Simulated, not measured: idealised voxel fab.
Herein follows the process module entitled voxel capacitor over wiring.
It is cross-section cut that appears here, measuring 205 nm in width, its square cells being 5 nm in size.
Heads up, the way a cross-section reads in here is a grid of square cells, handed over as bands from the top down, with every band being one or more rows of cells. Each band's line starts with the height of the band's top and of its bottom, in nm. Then come its materials from left to right, each with its width in nm. One material with "throughout" fills the band from edge to edge. "air" is empty space. A quick word on heights: they are counted from 0, and under that level the wafer as it came to us is one material throughout. The lowest band is different from the rest in having no bottom; it simply continues downward, written as in "0 and below". The width entry "30->40" should be interpreted row by row: the top row of cells in the band takes the first number, the bottom row takes the second number, and the change between adjacent rows is uniform throughout. "nothing was modified" means the step left every cell of the cross-section as it was. In the "Sealed-off cavities" entry, you get each enclosed empty space of 8 cells or more, one with no open way to the top, written width x height at distance, distance from the left edge, in nm. Step line, after settings: the simulator's comment on this step. Steps that use a mask can have "overlay nm" on their line. It says how far the mask sat to the right of where it was meant to be. Negative means to the left.
Planned step list for the process:
1 RECEIVE,material Si
2 CONFORMAL_DEP,material SiO2,thk nm 10
3 DIRECTIONAL_DEP,material TiN,thk nm 5
4 DIRECTIONAL_DEP,material W,thk nm 15
5 MASKED_ETCH,tone cover,mask id METAL_1,width nm 25,pitch nm 90,etch materials W,depth nm 15,overlay nm 0
6 MASKED_ETCH,tone cover,mask id METAL_1,width nm 25,pitch nm 90,etch materials TiN,depth nm 5,overlay nm 0
7 FILL_DEP,material lowk,thk nm 10
8 CMP,height nm 30
9 CONFORMAL_DEP,material SiCN,thk nm 5
10 DIRECTIONAL_DEP,material SiO2,thk nm 10
11 DIRECTIONAL_DEP,material aC,thk nm 15
12 PATTERN,tone open,mask id PLUG_1,material resist,width nm 15,thk nm 30,overlay nm 0
13 DIRECTIONAL_ETCH,etch materials aC,depth nm 15
14 STRIP,etch materials resist
15 DIRECTIONAL_ETCH,etch materials SiO2,depth nm 10
16 DIRECTIONAL_ETCH,etch materials SiCN,depth nm 5
17 STRIP,etch materials aC
18 EPI,material Ru,thk nm 10
19 EPI,material Ru,thk nm 5
20 DIRECTIONAL_DEP,material TiN,thk nm 10
21 DIRECTIONAL_DEP,material SiN,thk nm 5
22 DIRECTIONAL_DEP,material TiN,thk nm 5
23 PATTERN,tone cover,mask id UPPER_PLATE,material resist,width nm 70,thk nm 15,overlay nm 0
24 DIRECTIONAL_ETCH,etch materials TiN,depth nm 5
25 DIRECTIONAL_ETCH,etch materials SiN,depth nm 5
26 STRIP,etch materials resist
27 PATTERN,tone cover,mask id LOWER_PLATE,material resist,width nm 80,thk nm 15,overlay nm 0
28 DIRECTIONAL_ETCH,etch materials TiN,depth nm 10
29 STRIP,etch materials resist
30 FILL_DEP,material SiO2,thk nm 15
31 CMP,height nm 75
32 MASKED_ETCH,tone open,mask id PLUG_2,width nm 15,etch materials SiO2,depth nm 10,overlay nm 0
33 CONFORMAL_DEP,material TiN,thk nm 5
34 FILL_DEP,material Cu,thk nm 5
35 CMP,height nm 75
36 CONFORMAL_DEP,material SiN,thk nm 5
First of two wafers - as planned:
Shown in cross-section is the wafer as received, that is, as it stands after step 1:
0 and below: Si throughout
Sealed-off cavities: none
The wafer in cross-section once step 2 is complete:
10 down to 0: SiO2 throughout
Heights below 0 show no change.
The wafer in cross-section once step 3 is complete:
15 down to 10: TiN throughout
Heights below 10 show no change.
The wafer in cross-section once step 4 is complete:
30 down to 15: W throughout
Heights below 15 show no change.
The wafer in cross-section once step 5 is complete:
30 down to 15: 45 of air | 25 of W | 65 of air | 25 of W | 45 of air
Heights below 15 show no change.
The wafer in cross-section once step 6 is complete:
30 down to 15: 45 of air | 25 of W | 65 of air | 25 of W | 45 of air
15 down to 10: 45 of air | 25 of TiN | 65 of air | 25 of TiN | 45 of air
Heights below 10 show no change.
The wafer in cross-section once step 7 is complete:
40 down to 30: lowk throughout
30 down to 15: 45 of lowk | 25 of W | 65 of lowk | 25 of W | 45 of lowk
15 down to 10: 45 of lowk | 25 of TiN | 65 of lowk | 25 of TiN | 45 of lowk
Heights below 10 show no change.
The wafer in cross-section once step 8 is complete:
30 down to 15: 45 of lowk | 25 of W | 65 of lowk | 25 of W | 45 of lowk
Heights below 15 show no change.
The wafer in cross-section once step 9 is complete:
35 down to 30: SiCN throughout
Heights below 30 show no change.
The wafer in cross-section once step 10 is complete:
45 down to 35: SiO2 throughout
Heights below 35 show no change.
The wafer in cross-section once step 11 is complete:
60 down to 45: aC throughout
Heights below 45 show no change.
The wafer in cross-section once step 12 is complete:
90 down to 60: 55 of resist | 15 of air | 135 of resist
Heights below 60 show no change.
The wafer in cross-section once step 13 is complete:
75 down to 60: 55 of resist | 15 of air | 135 of resist
60 down to 45: 55 of aC | 15 of air | 135 of aC
Heights below 45 show no change.
The wafer in cross-section once step 14 is complete:
60 down to 45: 55 of aC | 15 of air | 135 of aC
Heights below 45 show no change.
The wafer in cross-section once step 15 is complete:
60 down to 45: 55 of aC | 15 of air | 135 of aC
45 down to 35: 55 of SiO2 | 15 of air | 135 of SiO2
Heights below 35 show no change.
The wafer in cross-section once step 16 is complete:
60 down to 45: 55 of aC | 15 of air | 135 of aC
45 down to 35: 55 of SiO2 | 15 of air | 135 of SiO2
35 down to 30: 55 of SiCN | 15 of air | 135 of SiCN
Heights below 30 show no change.
The wafer in cross-section once step 17 is complete:
45 down to 35: 55 of SiO2 | 15 of air | 135 of SiO2
Heights below 35 show no change.
The wafer in cross-section once step 18 is complete:
45 down to 40: 55 of SiO2 | 15 of air | 135 of SiO2
40 down to 35: 55 of SiO2 | 15 of Ru | 135 of SiO2
35 down to 30: 55 of SiCN | 15 of Ru | 135 of SiCN
Heights below 30 show no change.
The wafer in cross-section once step 19 is complete:
45 down to 35: 55 of SiO2 | 15 of Ru | 135 of SiO2
Heights below 35 show no change.
The wafer in cross-section once step 20 is complete:
55 down to 45: TiN throughout
Heights below 45 show no change.
The wafer in cross-section once step 21 is complete:
60 down to 55: SiN throughout
Heights below 55 show no change.
The wafer in cross-section once step 22 is complete:
65 down to 60: TiN throughout
Heights below 60 show no change.
The wafer in cross-section once step 23 is complete:
80 down to 65: 55 of air | 70 of resist | 80 of air
Heights below 65 show no change.
The wafer in cross-section once step 24 is complete:
80 down to 65: 55 of air | 70 of resist | 80 of air
65 down to 60: 55 of air | 70 of TiN | 80 of air
Heights below 60 show no change.
The wafer in cross-section once step 25 is complete:
80 down to 65: 55 of air | 70 of resist | 80 of air
65 down to 60: 55 of air | 70 of TiN | 80 of air
60 down to 55: 55 of air | 70 of SiN | 80 of air
Heights below 55 show no change.
The wafer in cross-section once step 26 is complete:
65 down to 60: 55 of air | 70 of TiN | 80 of air
Heights below 60 show no change.
The wafer in cross-section once step 27 is complete:
80 down to 65: 50 of air | 80 of resist | 75 of air
65 down to 60: 50 of air | 5 of resist | 70 of TiN | 5 of resist | 75 of air
60 down to 55: 50 of air | 5 of resist | 70 of SiN | 5 of resist | 75 of air
Heights below 55 show no change.
The wafer in cross-section once step 28 is complete:
80 down to 65: 50 of air | 80 of resist | 75 of air
65 down to 60: 50 of air | 5 of resist | 70 of TiN | 5 of resist | 75 of air
60 down to 55: 50 of air | 5 of resist | 70 of SiN | 5 of resist | 75 of air
55 down to 45: 50 of air | 80 of TiN | 75 of air
Heights below 45 show no change.
The wafer in cross-section once step 29 is complete:
65 down to 60: 55 of air | 70 of TiN | 80 of air
60 down to 55: 55 of air | 70 of SiN | 80 of air
Heights below 55 show no change.
The wafer in cross-section once step 30 is complete:
80 down to 65: SiO2 throughout
65 down to 60: 55 of SiO2 | 70 of TiN | 80 of SiO2
60 down to 55: 55 of SiO2 | 70 of SiN | 80 of SiO2
55 down to 45: 50 of SiO2 | 80 of TiN | 75 of SiO2
Heights below 45 show no change.
The wafer in cross-section once step 31 is complete:
75 down to 65: SiO2 throughout
Heights below 65 show no change.
The wafer in cross-section once step 32 is complete:
75 down to 65: 65 of SiO2 | 15 of air | 125 of SiO2
Heights below 65 show no change.
The wafer in cross-section once step 33 is complete:
80 down to 75: 70 of TiN | 5 of air | 130 of TiN
75 down to 70: 65 of SiO2 | 5 of TiN | 5 of air | 5 of TiN | 125 of SiO2
70 down to 60: 65->55 of SiO2 | 15->70 of TiN | 125->80 of SiO2
Heights below 60 show no change.
The wafer in cross-section once step 34 is complete:
85 down to 80: Cu throughout
80 down to 75: 70 of TiN | 5 of Cu | 130 of TiN
75 down to 70: 65 of SiO2 | 5 of TiN | 5 of Cu | 5 of TiN | 125 of SiO2
Heights below 70 show no change.
The wafer in cross-section once step 35 is complete:
75 down to 70: 65 of SiO2 | 5 of TiN | 5 of Cu | 5 of TiN | 125 of SiO2
Heights below 70 show no change.
The wafer in cross-section once step 36 is complete:
80 down to 75: SiN throughout
Heights below 75 show no change.
Wafer two of two - same starting point, same process plan, one mistake in execution; matches wafer one up to and including step 18:
X-section, second wafer, when step 19 was due to finish:
55 down to 50: 55 of TiN | 15 of air | 135 of TiN
50 down to 45: TiN throughout
45 down to 40: 55 of SiO2 | 15 of TiN | 135 of SiO2
Heights below 40 show no change.
X-section, second wafer, when step 20 was due to finish:
60 down to 55: 60 of Ru | 5 of air | 140 of Ru
55 down to 50: 55 of TiN | 15 of Ru | 135 of TiN
Heights below 50 show no change.
X-section, second wafer, when step 21 was due to finish:
65 down to 60: 60 of SiN | 5 of air | 140 of SiN
60 down to 55: 60 of Ru | 5 of SiN | 140 of Ru
Heights below 55 show no change.
X-section, second wafer, when step 22 was due to finish:
70 down to 65: 60 of TiN | 5 of air | 140 of TiN
65 down to 60: 60 of SiN | 5 of TiN | 140 of SiN
Heights below 60 show no change.
X-section, second wafer, when step 23 was due to finish:
85 down to 70: 55 of air | 70 of resist | 80 of air
70 down to 65: 60 of TiN | 5 of resist | 140 of TiN
Heights below 65 show no change.
X-section, second wafer, when step 24 was due to finish:
85 down to 70: 55 of air | 70 of resist | 80 of air
70 down to 65: 55 of air | 5 of TiN | 5 of resist | 60 of TiN | 80 of air
Heights below 65 show no change.
X-section, second wafer, when step 25 was due to finish:
85 down to 70: 55 of air | 70 of resist | 80 of air
70 down to 65: 55 of air | 5 of TiN | 5 of resist | 60 of TiN | 80 of air
65 down to 60: 55 of air | 5 of SiN | 5 of TiN | 60 of SiN | 80 of air
Heights below 60 show no change.
X-section, second wafer, when step 26 was due to finish:
70 down to 65: 55 of air | 5 of TiN | 5 of air | 60 of TiN | 80 of air
Heights below 65 show no change.
X-section, second wafer, when step 27 was due to finish:
85 down to 70: 50 of air | 80 of resist | 75 of air
70 down to 65: 50 of air | 5 of resist | 5 of TiN | 5 of resist | 60 of TiN | 5 of resist | 75 of air
65 down to 60: 50 of air | 5 of resist | 5 of SiN | 5 of TiN | 60 of SiN | 5 of resist | 75 of air
Heights below 60 show no change.
X-section, second wafer, when step 28 was due to finish: nothing was modified
X-section, second wafer, when step 29 was due to finish:
70 down to 65: 55 of air | 5 of TiN | 5 of air | 60 of TiN | 80 of air
65 down to 60: 55 of air | 5 of SiN | 5 of TiN | 60 of SiN | 80 of air
Heights below 60 show no change.
X-section, second wafer, when step 30 was due to finish:
85 down to 70: SiO2 throughout
70 down to 65: 55 of SiO2 | 5 of TiN | 5 of SiO2 | 60 of TiN | 80 of SiO2
65 down to 60: 55 of SiO2 | 5 of SiN | 5 of TiN | 60 of SiN | 80 of SiO2
Heights below 60 show no change.
X-section, second wafer, when step 31 was due to finish:
75 down to 70: SiO2 throughout
Heights below 70 show no change.
X-section, second wafer, when step 32 was due to finish:
75 down to 70: 65 of SiO2 | 15 of air | 125 of SiO2
Heights below 70 show no change.
X-section, second wafer, when step 33 was due to finish:
80 down to 75: 70 of TiN | 5 of air | 130 of TiN
75 down to 70: 65 of SiO2 | 15 of TiN | 125 of SiO2
Heights below 70 show no change.
X-section, second wafer, when step 34 was due to finish:
85 down to 80: Cu throughout
80 down to 75: 70 of TiN | 5 of Cu | 130 of TiN
Heights below 75 show no change.
X-section, second wafer, when step 35 was due to finish:
75 down to 70: 65 of SiO2 | 15 of TiN | 125 of SiO2
Heights below 70 show no change.
X-section, second wafer, when step 36 was due to finish:
80 down to 75: SiN throughout
Heights below 75 show no change.
Where did the run depart from the plan? deviation from plan: step 20 and step 19 executed in one another's positions
The second wafer ends with more or fewer cells of some materials than the first, per final count: -1 Cu | +40 Ru | -87 SiO2 | +48 TiN
